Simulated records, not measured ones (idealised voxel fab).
Proc. module: voxel capacitor over wiring
Section shown: cut. Width: 265 nm. Cell size: 5 nm, square.
If you're reading a cross-section in this doc, picture square cells in a grid; it comes to you as bands, top ones listed first down to the bottom, and a band can be one or more rows of cells. What a band's entry tells you: where the top is and where the bottom is, as heights in nm, and after that what lies inside, material by material from left to right, each with its width in nm. Empty space is written as the word "blank", and a single material marked with the word "all across" occupies the band from edge to edge. Height is counted from the level 0, under which the received wafer is composed throughout of one material. The lowest of the bands is not closed at the bottom but continues downward, in the notation "0 and below". Think of "30 to 40" as a width that walks from the first number to the second as you go down the band, top row to bottom row, taking equal-sized steps from row to row. "everything unchanged" means the step left every cell of the cross-section as it was. The entry titled "Enclosed void listing" provides the empty spaces that have no open way to the top, restricted to those of 8 cells or more. Each is presented as width x height at distance, the distance being measured from the left edge, with all three in nm. What comes after the settings on a step's line is commentary from the simulator itself on that step. overlay nm: on a step with a mask, how far right of its planned place the mask lay; negative means left.
[These are the steps we planned for the process]
1. RECEIVE with material Si
2. CONFORMAL_DEP with material SiO2, thk nm 10
3. DIRECTIONAL_DEP with material TiN, thk nm 5
4. DIRECTIONAL_DEP with material Ru, thk nm 15
5. PATTERN with tone cover, mask id METAL_1, material resist, width nm 30, pitch nm 100, thk nm 15, overlay nm 0
6. DIRECTIONAL_ETCH with etch materials Ru, depth nm 15
7. DIRECTIONAL_ETCH with etch materials TiN, depth nm 5
8. STRIP with etch materials resist
9. FILL_DEP with material SiO2, thk nm 10
10. CMP with height nm 30
11. CONFORMAL_DEP with material SiCN, thk nm 5
12. DIRECTIONAL_DEP with material SiO2, thk nm 20
13. PATTERN with tone open, mask id PLUG_1, material resist, width nm 15, thk nm 20, overlay nm 0
14. DIRECTIONAL_ETCH with etch materials SiO2, depth nm 20
15. DIRECTIONAL_ETCH with etch materials SiCN, depth nm 5
16. STRIP with etch materials resist
17. CONFORMAL_DEP with material TiN, thk nm 5
18. FILL_DEP with material W, thk nm 5
19. CMP with height nm 55
20. DIRECTIONAL_DEP with material TiN, thk nm 10
21. DIRECTIONAL_DEP with material SiN, thk nm 5
22. DIRECTIONAL_DEP with material TiN, thk nm 5
23. DIRECTIONAL_DEP with material aC, thk nm 10
24. PATTERN with tone cover, mask id UPPER_PLATE, material resist, width nm 65, thk nm 30, overlay nm 0
25. DIRECTIONAL_ETCH with etch materials aC, depth nm 10
26. STRIP with etch materials resist
27. DIRECTIONAL_ETCH with etch materials TiN, depth nm 5
28. DIRECTIONAL_ETCH with etch materials SiN, depth nm 5
29. STRIP with etch materials aC
30. DIRECTIONAL_DEP with material aC, thk nm 15
31. PATTERN with tone cover, mask id LOWER_PLATE, material resist, width nm 85, thk nm 30, overlay nm 0
32. DIRECTIONAL_ETCH with etch materials aC, depth nm 15
33. STRIP with etch materials resist
34. DIRECTIONAL_ETCH with etch materials TiN, depth nm 10
35. STRIP with etch materials aC
36. FILL_DEP with material SiO2, thk nm 15
37. CMP with height nm 85
38. DIRECTIONAL_DEP with material aC, thk nm 15
39. PATTERN with tone open, mask id PLUG_2, material resist, width nm 15, thk nm 30, overlay nm 0
40. DIRECTIONAL_ETCH with etch materials aC, depth nm 15
41. STRIP with etch materials resist
42. DIRECTIONAL_ETCH with etch materials SiO2, depth nm 10
43. STRIP with etch materials aC
44. CONFORMAL_DEP with material TiN, thk nm 5
45. FILL_DEP with material Cu, thk nm 5
46. CMP with height nm 85
47. CONFORMAL_DEP with material SiN, thk nm 5
It is noted that the wafers described herein are identical at the outset and are distinguished by the width nm of step 24; the value stated in the plan corresponds to the first wafer.
[The as-received cross-section of the first of several wafers corresponds to the state after step 1]
* 0 and below  Si all across
* Enclosed void listing: none
[At the end of the module, after its last step, step 47, the first of several wafers appears in cross-section as follows]
* 90 down to 85  SiN all across
* 85 down to 80  90 SiO2, then 5 TiN, then 5 Cu, then 5 TiN, then 160 SiO2
* 80 down to 70  90 to 85 SiO2, then 15 to 65 TiN, then 160 to 115 SiO2
* 70 down to 65  85 SiO2, then 65 SiN, then 115 SiO2
* 65 down to 55  75 SiO2, then 85 TiN, then 105 SiO2
* 55 down to 35  80 SiO2, then 5 TiN, then 5 W, then 5 TiN, then 170 SiO2
* 35 down to 30  80 SiCN, then 15 TiN, then 170 SiCN
* 30 down to 15  65 SiO2, then 30 Ru, then 70 SiO2, then 30 Ru, then 70 SiO2
* 15 down to 10  65 SiO2, then 30 TiN, then 70 SiO2, then 30 TiN, then 70 SiO2
* 10 down to 0  SiO2 all across
* 0 and below  Si all across
* Enclosed void listing: none
[Here we cross-sectioned the last of the wafers once the module was done]
* 90 down to 85  SiN all across
* 85 down to 80  90 SiO2, then 5 TiN, then 5 Cu, then 5 TiN, then 160 SiO2
* 80 down to 70  90 to 75 SiO2, then 15 to 85 TiN, then 160 to 105 SiO2
* 70 down to 65  75 SiO2, then 90 SiN, then 100 SiO2
* 65 down to 55  75 SiO2, then 90 TiN, then 100 SiO2
* 55 down to 35  80 SiO2, then 5 TiN, then 5 W, then 5 TiN, then 170 SiO2
* 35 down to 30  80 SiCN, then 15 TiN, then 170 SiCN
* 30 down to 15  65 SiO2, then 30 Ru, then 70 SiO2, then 30 Ru, then 70 SiO2
* 15 down to 10  65 SiO2, then 30 TiN, then 70 SiO2, then 30 TiN, then 70 SiO2
* 10 down to 0  SiO2 all across
* 0 and below  Si all across
* Enclosed void listing: none
[Quick key for the table: a row per wafer, taken at the end of the module. For each material it tells you how many cells the wafer gained (+) or lost (-) since it came in, and the closed voids come after]
width nm 65; +1 Cu; +36 Ru; +50 SiCN; +66 SiN; +722 SiO2; +75 TiN; +4 W; Enclosed void listing: none
width nm 70; +1 Cu; +36 Ru; +50 SiCN; +67 SiN; +720 SiO2; +76 TiN; +4 W; Enclosed void listing: none
width nm 75; +1 Cu; +36 Ru; +50 SiCN; +68 SiN; +718 SiO2; +77 TiN; +4 W; Enclosed void listing: none
width nm 80; +1 Cu; +36 Ru; +50 SiCN; +69 SiN; +716 SiO2; +78 TiN; +4 W; Enclosed void listing: none
width nm 85; +1 Cu; +36 Ru; +50 SiCN; +70 SiN; +714 SiO2; +79 TiN; +4 W; Enclosed void listing: none
width nm 90; +1 Cu; +36 Ru; +50 SiCN; +71 SiN; +711 SiO2; +81 TiN; +4 W; Enclosed void listing: none
